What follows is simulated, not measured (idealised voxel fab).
process module | voxel tone inversion
cross-section cut | 295 nm wide | cells 5 nm
A cross-section is a grid of square cells, given in bands from the top down. A band is one or more rows of cells.
Each band's line starts with the height of the band's top and of its bottom, in nm. Then come its materials from left to right, each with its width in nm. One material with "throughout" fills the band from edge to edge. "air" is empty space.
Height 0 is the level under which the wafer as received is all one material. The lowest band goes on downwards, as in "0 down".
A width such as "30 to 40" changes by the same amount from each row of cells to the next, from the band's top row to its bottom row.
"no change" after a step means that no cell of the cross-section changed.
closed voids: empty space of 8 cells or more with no open way to the top, each as width x height at its distance from the left edge, in nm
after a step's settings: what the simulator itself notes on the step
overlay nm, on a step with a mask: how far to the right of its planned place the mask lay; to the left if negative
plan
1 op RECEIVE | material Si
2 op CONFORMAL_DEP | material SiCN | thk nm 10
3 op DIRECTIONAL_DEP | material polySi | thk nm 25
4 op PATTERN | tone cover | mask id POSTS | material resist | width nm 15 | pitch nm 45 | thk nm 35 | overlay nm 0
5 op DIRECTIONAL_ETCH | etch materials polySi | depth nm 25
6 op STRIP | etch materials resist
7 op FILL_DEP | material lowk | thk nm 5
8 op CMP | height nm 35
9 op STRIP | etch materials polySi
10 op CONFORMAL_DEP | material TiN | thk nm 5
11 op FILL_DEP | material Cu | thk nm 5
12 op CMP | height nm 35
13 op CONFORMAL_DEP | material SiCN | thk nm 5
varied across the wafers: width nm of step 4. The plan shows the first wafer's value. All wafers start alike
first wafer as received, after step 1
  0 down: Si throughout
  closed voids: none
each wafer at the end: cells of each material gained (+) or lost (-) since it was received, then its closed voids
width nm 15 | +16 Cu | +177 SiCN | +44 TiN | +235 lowk | closed voids: none
width nm 20 | +32 Cu | +177 SiCN | +48 TiN | +215 lowk | closed voids: none
width nm 25 | +48 Cu | +177 SiCN | +52 TiN | +195 lowk | closed voids: none
width nm 30 | +64 Cu | +177 SiCN | +56 TiN | +175 lowk | closed voids: none
